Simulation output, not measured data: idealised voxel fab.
Documented hereafter: the process module known as voxel transistor to metal.
The figure presents cross-section cut, which has a width of 160 nm and is divided into square cells with an edge length of 5 nm.
Cross-section = grid of square cells, listed top down in bands; band = one or more rows.
First you get the band's top height and its bottom height, in nm, and then the materials it's made of, left to right, with each width in nm. If you see a single material with "edge to edge", that one covers the band edge to edge. "empty" is empty space.
Beneath 0, the wafer as received is one material, and that level is where height counting begins. The lowest band goes on downward without a bottom; it is written like "0 and below".
A two-number width, for instance "30..40", indicates that the width is equal to the first number in the top row of the band and to the second number in the bottom row, and that it changes by a constant amount per row of cells.
For the purposes of this document, the phrase "no change" attached to a step denotes that no cell within the cross-section was modified by that step.
Basically, "Encapsulated voids" tells you about the enclosed voids: empty spaces with no open way to the top, 8 cells or bigger, each written width x height at distance, where distance is from the left edge, all in nm.
Post-settings text on a step line: simulator's own remark regarding the step.
A step line may carry the setting "overlay nm", which, for steps involving a mask, states the distance by which the mask lay to the right of its intended position; negative values denote displacement to the left.

Steps planned for the process:
step 1: RECEIVE | material Si
step 2: OXIDIZE | depth nm 5
step 3: CONFORMAL_DEP | material SiN | thk nm 10
step 4: MASKED_ETCH | tone cover | mask id ACTIVE | width nm 100 | etch materials SiN | depth nm 10 | overlay nm 0
step 5: MASKED_ETCH | tone cover | mask id ACTIVE | width nm 100 | etch materials SiO2 | depth nm 5 | overlay nm 0
step 6: MASKED_ETCH | tone cover | mask id ACTIVE | width nm 100 | etch materials Si | depth nm 30 | overlay nm 0
step 7: FILL_DEP | material SiO2 | thk nm 5
step 8: CMP | height nm 10
step 9: SELECTIVE_ETCH | etch materials SiO2 | depth nm 5
step 10: STRIP | etch materials SiN
step 11: SELECTIVE_ETCH | etch materials SiO2 | depth nm 5
step 12: OXIDIZE | depth nm 5
step 13: DIRECTIONAL_DEP | material polySi | thk nm 30
step 14: DIRECTIONAL_DEP | material SiCN | thk nm 15
step 15: DIRECTIONAL_DEP | material aC | thk nm 10
step 16: PATTERN | tone cover | mask id GATE | material resist | width nm 20 | thk nm 30 | overlay nm 0
step 17: DIRECTIONAL_ETCH | etch materials aC | depth nm 10
step 18: STRIP | etch materials resist
step 19: DIRECTIONAL_ETCH | etch materials SiCN | depth nm 25
step 20: DIRECTIONAL_ETCH | etch materials polySi | depth nm 40
step 21: STRIP | etch materials aC
step 22: CONFORMAL_DEP | material SiO2 | thk nm 5
step 23: DIRECTIONAL_ETCH | etch materials SiO2 | depth nm 5
step 24: CONFORMAL_DEP | material SiN | thk nm 10
step 25: DIRECTIONAL_ETCH | etch materials SiN | depth nm 10
step 26: DIRECTIONAL_ETCH | etch materials SiO2 | depth nm 5
step 27: DIRECTIONAL_ETCH | etch materials Si | depth nm 15
step 28: EPI | material SiGe | thk nm 15
step 29: FILL_DEP | material SiO2 | thk nm 5
step 30: CMP | height nm 40
step 31: DIRECTIONAL_DEP | material SiO2 | thk nm 15
step 32: DIRECTIONAL_DEP | material aC | thk nm 10
step 33: PATTERN | tone open | mask id CONTACT | material resist | width nm 25 | pitch nm 55 | thk nm 30 | overlay nm 0
step 34: DIRECTIONAL_ETCH | etch materials aC | depth nm 10
step 35: STRIP | etch materials resist
step 36: DIRECTIONAL_ETCH | etch materials SiO2 | depth nm 50
step 37: STRIP | etch materials aC
step 38: CONFORMAL_DEP | material TiN | thk nm 5
step 39: FILL_DEP | material Ru | thk nm 5
step 40: CMP | height nm 55
step 41: DIRECTIONAL_DEP | material TiN | thk nm 5
step 42: DIRECTIONAL_DEP | material W | thk nm 25
step 43: PATTERN | tone cover | mask id METAL_1 | material resist | width nm 15 | pitch nm 65 | thk nm 15 | overlay nm 0
step 44: DIRECTIONAL_ETCH | etch materials W | depth nm 25
step 45: DIRECTIONAL_ETCH | etch materials TiN | depth nm 5
step 46: STRIP | etch materials resist
step 47: FILL_DEP | material lowk | thk nm 5
step 48: CMP | height nm 85
step 49: CONFORMAL_DEP | material SiCN | thk nm 5

As received (post step 1): cross-section:
    0 and below | Si edge to edge
    Encapsulated voids: none

Cross-sectional result after module completion. Note: starting condition and plan are unchanged from above; one processing mistake was made:
    90 down to 85 | SiCN edge to edge
    85 down to 60 | lowk 40 nm / W 15 nm / lowk 50 nm / W 15 nm / lowk 40 nm
    60 down to 55 | lowk 40 nm / TiN 15 nm / lowk 50 nm / TiN 15 nm / lowk 40 nm
    55 down to 40 | SiO2 40 nm / TiN 5 nm / Ru 15 nm / TiN 5 nm / SiO2 30 nm / TiN 5 nm / Ru 15 nm / TiN 5 nm / SiO2 40 nm
    40 down to 25 | SiO2 40 nm / TiN 5 nm / Ru 15 nm / TiN 5 nm / SiO2 5 nm / SiCN 20 nm / SiO2 5 nm / TiN 5 nm / Ru 15 nm / TiN 5 nm / SiO2 40 nm
    25 down to 10 | SiO2 40 nm / TiN 5 nm / Ru 15 nm / TiN 5 nm / SiO2 5 nm / polySi 20 nm / SiO2 5 nm / TiN 5 nm / Ru 15 nm / TiN 5 nm / SiO2 40 nm
    10 down to 5 | SiO2 40 nm / TiN 25 nm / SiO2 5 nm / polySi 20 nm / SiO2 5 nm / TiN 25 nm / SiO2 40 nm
    5 down to -5 | SiO2 50 nm / SiGe 15 nm / SiO2 5 nm / polySi 20 nm / SiO2 5 nm / SiGe 15 nm / SiO2 50 nm
    -5 down to -10 | SiO2 50 nm / SiGe 15 nm / SiO2 30 nm / SiGe 15 nm / SiO2 50 nm
    -10 down to -25 | SiO2 30 nm / SiGe 35 nm / Si 30 nm / SiGe 35 nm / SiO2 30 nm
    -25 down to -35 | SiO2 30 nm / Si 100 nm / SiO2 30 nm
    -35 and below | Si edge to edge
    Encapsulated voids: none
Want to know what went wrong? plan step 24: skipped, not run
